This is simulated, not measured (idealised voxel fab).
The name of this process module is voxel tone inversion.
In the cross-section labelled cut, the width is 265 nm and each square cell is 5 nm.
When this document writes out a cross-section, it uses a grid of square cells and lists it as bands, beginning at the top and moving down, with a band standing for one or more rows of cells. What a band's entry tells you: where the top is and where the bottom is, as heights in nm, and after that what lies inside, material by material from left to right, each with its width in nm. Empty space is written as the word "air", and a single material marked with the word "edge to edge" occupies the band from edge to edge. Where do heights start? At 0: under that level the wafer as delivered is made of one material only. And the lowest band has no floor; it just carries on downward, as in "0 down". The two numbers in a width such as "30->40" mark its ends across the band: the first belongs to the top row of cells, the second to the bottom row, and from each row to the next the width moves by the same amount. Given "remains unaltered" for a step, no cell of the cross-section differs between before and after that step. The entry titled "Enclosed void list" provides the empty spaces that have no open way to the top, restricted to those of 8 cells or more. Each is presented as width x height at distance, the distance being measured from the left edge, with all three in nm. It should be noted that, on the line of a given step, the content following the step's settings is a remark produced by the simulator itself with respect to that step. overlay nm: on a step with a mask, how far right of its planned place the mask lay; negative means left.

Planned process steps
1. RECEIVE | material Si
2. CONFORMAL_DEP | material SiCN | thk nm 5
3. DIRECTIONAL_DEP | material aC | thk nm 20
4. PATTERN | tone cover | mask id POSTS | material resist | width nm 15 | pitch nm 35 | thk nm 25 | overlay nm 0
5. DIRECTIONAL_ETCH | etch materials aC | depth nm 20
6. STRIP | etch materials resist
7. FILL_DEP | material SiO2 | thk nm 5
8. CMP | height nm 25
9. STRIP | etch materials aC

First wafer out of two, processed as planned

Delivered wafer in cross-section: state after step 1
> 0 down  Si edge to edge
> Enclosed void list: none

You're looking at a cross-section of the wafer after step 2
> 5 to 0  SiCN edge to edge
> Nothing below the height 0 has changed.

You're looking at a cross-section of the wafer after step 3
> 25 to 5  aC edge to edge
> Nothing below the height 5 has changed.

You're looking at a cross-section of the wafer after step 4
> 50 to 25  105 of air; 15 of resist; 20 of air; 15 of resist; 110 of air
> Nothing below the height 25 has changed.

You're looking at a cross-section of the wafer after step 5
> 30 to 25  105 of air; 15 of resist; 20 of air; 15 of resist; 110 of air
> 25 to 5  105 of air; 15 of aC; 20 of air; 15 of aC; 110 of air
> Nothing below the height 5 has changed.

You're looking at a cross-section of the wafer after step 6
> 25 to 5  105 of air; 15 of aC; 20 of air; 15 of aC; 110 of air
> Nothing below the height 5 has changed.

You're looking at a cross-section of the wafer after step 7
> 30 to 25  SiO2 edge to edge
> 25 to 5  105 of SiO2; 15 of aC; 20 of SiO2; 15 of aC; 110 of SiO2
> Nothing below the height 5 has changed.

You're looking at a cross-section of the wafer after step 8
> 25 to 5  105 of SiO2; 15 of aC; 20 of SiO2; 15 of aC; 110 of SiO2
> Nothing below the height 5 has changed.

You're looking at a cross-section of the wafer after step 9
> 25 to 5  105 of SiO2; 15 of air; 20 of SiO2; 15 of air; 110 of SiO2
> Nothing below the height 5 has changed.

Notes, second wafer: start = first wafer's, plan = first wafer's, execution had one mistake; history identical to first through step 3

The second wafer cut through, at the time step 4 was supposed to be finished
> 50 to 25  105 of resist; 15 of air; 20 of resist; 15 of air; 110 of resist
> Nothing below the height 25 has changed.

The second wafer cut through, at the time step 5 was supposed to be finished
> 30 to 25  105 of resist; 15 of air; 20 of resist; 15 of air; 110 of resist
> 25 to 5  105 of aC; 15 of air; 20 of aC; 15 of air; 110 of aC
> Nothing below the height 5 has changed.

The second wafer cut through, at the time step 6 was supposed to be finished
> 25 to 5  105 of aC; 15 of air; 20 of aC; 15 of air; 110 of aC
> Nothing below the height 5 has changed.

The second wafer cut through, at the time step 7 was supposed to be finished
> 30 to 25  SiO2 edge to edge
> 25 to 5  105 of aC; 15 of SiO2; 20 of aC; 15 of SiO2; 110 of aC
> Nothing below the height 5 has changed.

The second wafer cut through, at the time step 8 was supposed to be finished
> 25 to 5  105 of aC; 15 of SiO2; 20 of aC; 15 of SiO2; 110 of aC
> Nothing below the height 5 has changed.

The second wafer cut through, at the time step 9 was supposed to be finished
> 25 to 5  105 of air; 15 of SiO2; 20 of air; 15 of SiO2; 110 of air
> Nothing below the height 5 has changed.
In executing the process, a mistake was made relative to the plan: step 4 off recipe, ran as PATTERN | tone open | mask id POSTS | material resist | width nm 15 | pitch nm 35 | thk nm 25 | overlay nm 0
The second wafer ends with more or fewer cells of some materials than the first, per final count: SiO2 -164
